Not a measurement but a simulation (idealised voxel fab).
Proc. module: voxel local oxidation
In the cross-section labelled cut, the width is 295 nm and each square cell is 5 nm.
Notation: cross-section as square-cell grid; stated in bands, top first, going down; one or more cell rows per band. Top, bottom (nm), then materials left to right with widths (nm); lone material tagged "throughout" fills the whole band edge to edge; "blank" = empty space. Below 0: as-received wafer, all one material; heights counted from there. Lowest band: no bottom, goes on down, written "0..down". Width spec "30->40" -> top row of cells at first value, bottom row at second value, equal per-row change in between. "nothing altered" -> step changed no cross-section cell. "Fully sealed voids": sealed empty spaces, 8 cells or more, no open way to top, listed width x height at distance, with distance from the left edge and width, height and distance in nm. Where a step's line continues beyond its settings, the continuation is a remark by the simulator itself on that step. overlay nm: how far to the right of its planned place the mask lay on this masked step (negative: to the left).
**Here's what the planned process steps look like**
1. RECEIVE with material Si
2. CONFORMAL_DEP with material SiO2, thk nm 5
3. CONFORMAL_DEP with material SiN, thk nm 10
4. DIRECTIONAL_DEP with material aC, thk nm 15
5. PATTERN with tone cover, mask id ACTIVE, material resist, width nm 100, pitch nm 130, thk nm 35, overlay nm 0
6. DIRECTIONAL_ETCH with etch materials aC, depth nm 15
7. STRIP with etch materials resist
8. DIRECTIONAL_ETCH with etch materials SiN, depth nm 10
9. STRIP with etch materials aC
10. SELECTIVE_ETCH with etch materials SiO2, depth nm 5
11. OXIDIZE with depth nm 10
12. STRIP with etch materials SiN
**The first of the two wafers, which ran as planned**
**The cross-section here shows the wafer as received, i.e. in its state after step 1**
> 0..down  Si throughout
> Fully sealed voids: none
**The wafer, seen in cross-section, after step 2**
> 5..0  SiO2 throughout
> Rest of section, below 0: as before.
**The wafer, seen in cross-section, after step 3**
> 15..5  SiN throughout
> Rest of section, below 5: as before.
**The wafer, seen in cross-section, after step 4**
> 30..15  aC throughout
> Rest of section, below 15: as before.
**The wafer, seen in cross-section, after step 5**
> 65..30  blank 30, resist 100, blank 30, resist 100, blank 35
> Rest of section, below 30: as before.
**The wafer, seen in cross-section, after step 6**
> 50..30  blank 30, resist 100, blank 30, resist 100, blank 35
> 30..15  blank 30, aC 100, blank 30, aC 100, blank 35
> Rest of section, below 15: as before.
**The wafer, seen in cross-section, after step 7**
> 30..15  blank 30, aC 100, blank 30, aC 100, blank 35
> Rest of section, below 15: as before.
**The wafer, seen in cross-section, after step 8**
> 30..15  blank 30, aC 100, blank 30, aC 100, blank 35
> 15..5  blank 30, SiN 100, blank 30, SiN 100, blank 35
> Rest of section, below 5: as before.
**The wafer, seen in cross-section, after step 9**
> 15..5  blank 30, SiN 100, blank 30, SiN 100, blank 35
> Rest of section, below 5: as before.
**The wafer, seen in cross-section, after step 10**
> 15..5  blank 30, SiN 100, blank 30, SiN 100, blank 35
> 5..0  blank 35, SiO2 90, blank 40, SiO2 90, blank 40
> Rest of section, below 0: as before.
**The wafer, seen in cross-section, after step 11**
> 15..5  blank 30, SiN 100, blank 30, SiN 100, blank 35
> 5..0  blank 35, SiO2 90, blank 40, SiO2 90, blank 40
> 0..-10  SiO2 45, Si 70, SiO2 60, Si 70, SiO2 50
> Rest of section, below -10: as before.
**The wafer, seen in cross-section, after step 12**
> 5..0  blank 35, SiO2 90, blank 40, SiO2 90, blank 40
> Rest of section, below 0: as before.
**The second wafer was prepared from the same starting point and under the same plan as the first; its processing contained one mistake, and it remains indistinguishable from the first wafer up to and including step 4**
**Second wafer, cross-section, planned end of step 5**
> 65..30  resist 30, blank 100, resist 30, blank 100, resist 35
> Rest of section, below 30: as before.
**Second wafer, cross-section, planned end of step 6**
> 50..30  resist 30, blank 100, resist 30, blank 100, resist 35
> 30..15  aC 30, blank 100, aC 30, blank 100, aC 35
> Rest of section, below 15: as before.
**Second wafer, cross-section, planned end of step 7**
> 30..15  aC 30, blank 100, aC 30, blank 100, aC 35
> Rest of section, below 15: as before.
**Second wafer, cross-section, planned end of step 8**
> 30..15  aC 30, blank 100, aC 30, blank 100, aC 35
> 15..5  SiN 30, blank 100, SiN 30, blank 100, SiN 35
> Rest of section, below 5: as before.
**Second wafer, cross-section, planned end of step 9**
> 15..5  SiN 30, blank 100, SiN 30, blank 100, SiN 35
> Rest of section, below 5: as before.
**Second wafer, cross-section, planned end of step 10**
> 15..5  SiN 30, blank 100, SiN 30, blank 100, SiN 35
> 5..0  SiO2 25, blank 110, SiO2 20, blank 110, SiO2 30
> Rest of section, below 0: as before.
**Second wafer, cross-section, planned end of step 11**
> 15..5  SiN 30, blank 100, SiN 30, blank 100, SiN 35
> 5..0  SiO2 25, blank 110, SiO2 20, blank 110, SiO2 30
> 0..-10  Si 15, SiO2 260, Si 20
> Rest of section, below -10: as before.
**Second wafer, cross-section, planned end of step 12**
> 5..0  SiO2 25, blank 110, SiO2 20, blank 110, SiO2 30
> Rest of section, below 0: as before.
Plan not followed: step 5 was processed under conditions differing from the plan, specifically as PATTERN with tone open, mask id ACTIVE, material resist, width nm 100, pitch nm 130, thk nm 35, overlay nm 0
at the end the second wafer has, in cells: Si -42; SiO2 +21
